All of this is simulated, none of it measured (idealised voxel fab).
A process module follows: voxel ribs on slabs.
Shown is cross-section cut, with a width of 260 nm and square cells of size 5 nm.
Just so we're on the same page, the cross-sections are grids of square cells, and they're listed out in bands top to bottom, each band one or more rows deep.
Quick guide to a band line: top height, bottom height (nm) up front; then every material left to right with its width in nm. Only one material and it's marked "edge to edge"? Then it fills the band edge to edge. And "empty" just means empty space.
Heights are measured from 0, the level below which the as-received wafer is all one material; the lowest band has no bottom and continues downward, written as in "0 -> down".
A width such as "30..40" changes by the same amount from each row of cells to the next, from the band's top row to its bottom row.
No cell of the cross-section changed in a step that is given as "same as before".
If an empty space has no open way to the top and is at least 8 cells in size, "Closed void table" lists it, written width x height at distance, where distance is measured from the left edge and every value is in nm.
Past the settings on a step's line: simulator remark, on that step.
When a step includes a mask, the "overlay nm" setting on its line states how far to the right of its planned place that mask lay, and negative values state how far to the left.

**Process steps - plan**
1. RECEIVE,material Si
2. DIRECTIONAL_DEP,material SiO2,thk nm 20
3. DIRECTIONAL_DEP,material SiN,thk nm 25
4. DIRECTIONAL_DEP,material aC,thk nm 10
5. PATTERN,tone cover,mask id RIB,material resist,width nm 20,thk nm 25,overlay nm 0
6. DIRECTIONAL_ETCH,etch materials aC,depth nm 10
7. STRIP,etch materials resist
8. DIRECTIONAL_ETCH,etch materials SiN,depth nm 5
9. STRIP,etch materials aC
10. MASKED_ETCH,tone cover,mask id SLAB,width nm 60,etch materials SiN,depth nm 20,overlay nm 0
11. FILL_DEP,material SiO2,thk nm 15
12. CMP,height nm 55
13. DIRECTIONAL_DEP,material W,thk nm 5
14. PATTERN,tone cover,mask id HEATER,material resist,width nm 30,thk nm 15,overlay nm 0
15. DIRECTIONAL_ETCH,etch materials W,depth nm 5
16. STRIP,etch materials resist
17. CONFORMAL_DEP,material SiO2,thk nm 10

**The cross-section here shows the wafer as received, i.e. in its state after step 1**
0 -> down: Si edge to edge
Closed void table: none

**First of two wafers: cross-section at end of module, run per plan**
70 -> 65: 105 empty; 50 SiO2; 105 empty
65 -> 60: SiO2 edge to edge
60 -> 55: 115 SiO2; 30 W; 115 SiO2
55 -> 45: SiO2 edge to edge
45 -> 40: 120 SiO2; 20 SiN; 120 SiO2
40 -> 20: 100 SiO2; 60 SiN; 100 SiO2
20 -> 0: SiO2 edge to edge
0 -> down: Si edge to edge
Closed void table: none

**Cross-section, second wafer: same start as the first, same plan as the first, one mistake in running it; taken at the end of the module**
70 -> 65: 105 empty; 50 SiO2; 105 empty
65 -> 60: SiO2 edge to edge
60 -> 55: 115 SiO2; 30 W; 115 SiO2
55 -> 45: SiO2 edge to edge
45 -> 40: 120 SiO2; 20 SiN; 120 SiO2
40 -> 20: 100 SiO2; 60 SiN; 100 SiO2
20 -> 0: SiN edge to edge
0 -> down: Si edge to edge
Closed void table: none
Plan not followed: so step 2 ended up running with a different setting than we planned, it ran as DIRECTIONAL_DEP,material SiN,thk nm 20
at the end the second wafer has, in cells: 208 more of SiN | 208 fewer of SiO2
